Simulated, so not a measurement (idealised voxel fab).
Name of the process module below: voxel released beams
For reference, the cross-section in this document is cut, with width 290 nm and square cells of 5 nm.
When this document writes out a cross-section, it uses a grid of square cells and lists it as bands, beginning at the top and moving down, with a band standing for one or more rows of cells.
In this notation a band is specified by the heights of its top and bottom, in that order and in nm, after which its materials appear from left to right, each paired with its width in nm. The word "edge to edge" attached to a single material means that material fills the band from edge to edge; the word "blank" stands for empty space.
The reference from which all heights are counted is 0, the level beneath which the as-received wafer is entirely one material; the lowest band, having no lower bound, proceeds downward and is written after the example "z 0 and below".
Note: "30..40" means the width goes from the first number (top row of the band) to the second number (bottom row) in equal steps per row of cells.
The cross-section has no changed cell in any step marked "everything unchanged".
Listed in "Enclosed cavity list": every empty space of 8 or more cells without an open way to the top. Form: width x height at distance, the distance being from the left edge, all in nm.
Anything after a step's settings on that line? It's the simulator's own note about the step.
overlay nm: mask offset rightward from planned place, masked step; negative means leftward offset.

Listed below are the process steps as planned:
1: RECEIVE (material Si)
2: CONFORMAL_DEP (material SiN; thk nm 5)
3: DIRECTIONAL_DEP (material SiO2; thk nm 10)
4: MASKED_ETCH (tone open; mask id ANCHOR; width nm 30; etch materials SiO2; depth nm 10; overlay nm 0)
5: CONFORMAL_DEP (material TiN; thk nm 10)
6: MASKED_ETCH (tone cover; mask id BEAM; width nm 100; etch materials TiN; depth nm 10; overlay nm 0)
7: STRIP (etch materials SiO2)

Concerning the first of two wafers, which was run in accordance with the plan:

So this is the incoming wafer in cross-section - it's already been through step 1:
    z 0 and below | Si edge to edge
    Enclosed cavity list: none

Once step 2 is through, the wafer looks like this in cross-section:
    z 5 to 0 | SiN edge to edge
    Under 0: no change, same as before.

Once step 3 is through, the wafer looks like this in cross-section:
    z 15 to 5 | SiO2 edge to edge
    Under 5: no change, same as before.

Once step 4 is through, the wafer looks like this in cross-section:
    z 15 to 5 | 95 nm SiO2, 30 nm blank, 165 nm SiO2
    Under 5: no change, same as before.

Once step 5 is through, the wafer looks like this in cross-section:
    z 25 to 15 | 105 nm TiN, 10 nm blank, 175 nm TiN
    z 15 to 5 | 95 nm SiO2, 30 nm TiN, 165 nm SiO2
    Under 5: no change, same as before.

Once step 6 is through, the wafer looks like this in cross-section:
    z 25 to 15 | 90 nm blank, 15 nm TiN, 10 nm blank, 75 nm TiN, 100 nm blank
    Under 15: no change, same as before.

Once step 7 is through, the wafer looks like this in cross-section:
    z 25 to 15 | 90 nm blank, 15 nm TiN, 10 nm blank, 75 nm TiN, 100 nm blank
    z 15 to 5 | 95 nm blank, 30 nm TiN, 165 nm blank
    Under 5: no change, same as before.

Companion wafer, the second of two: same beginning, same intended sequence, one mistake in carrying it out; through step 2 inclusive it tracks the first exactly:

What the second wafer looks like in cross-section when step 3 should have wrapped up: everything unchanged

What the second wafer looks like in cross-section when step 4 should have wrapped up: everything unchanged

What the second wafer looks like in cross-section when step 5 should have wrapped up:
    z 15 to 5 | TiN edge to edge
    Under 5: no change, same as before.

What the second wafer looks like in cross-section when step 6 should have wrapped up:
    z 15 to 5 | 90 nm blank, 100 nm TiN, 100 nm blank
    Under 5: no change, same as before.

What the second wafer looks like in cross-section when step 7 should have wrapped up: everything unchanged
Misprocessing identified: step 3 of the plan never got run, it was skipped over
Looking at both finished wafers in cells, the second ends up ahead of or behind the first on some materials: -8 TiN
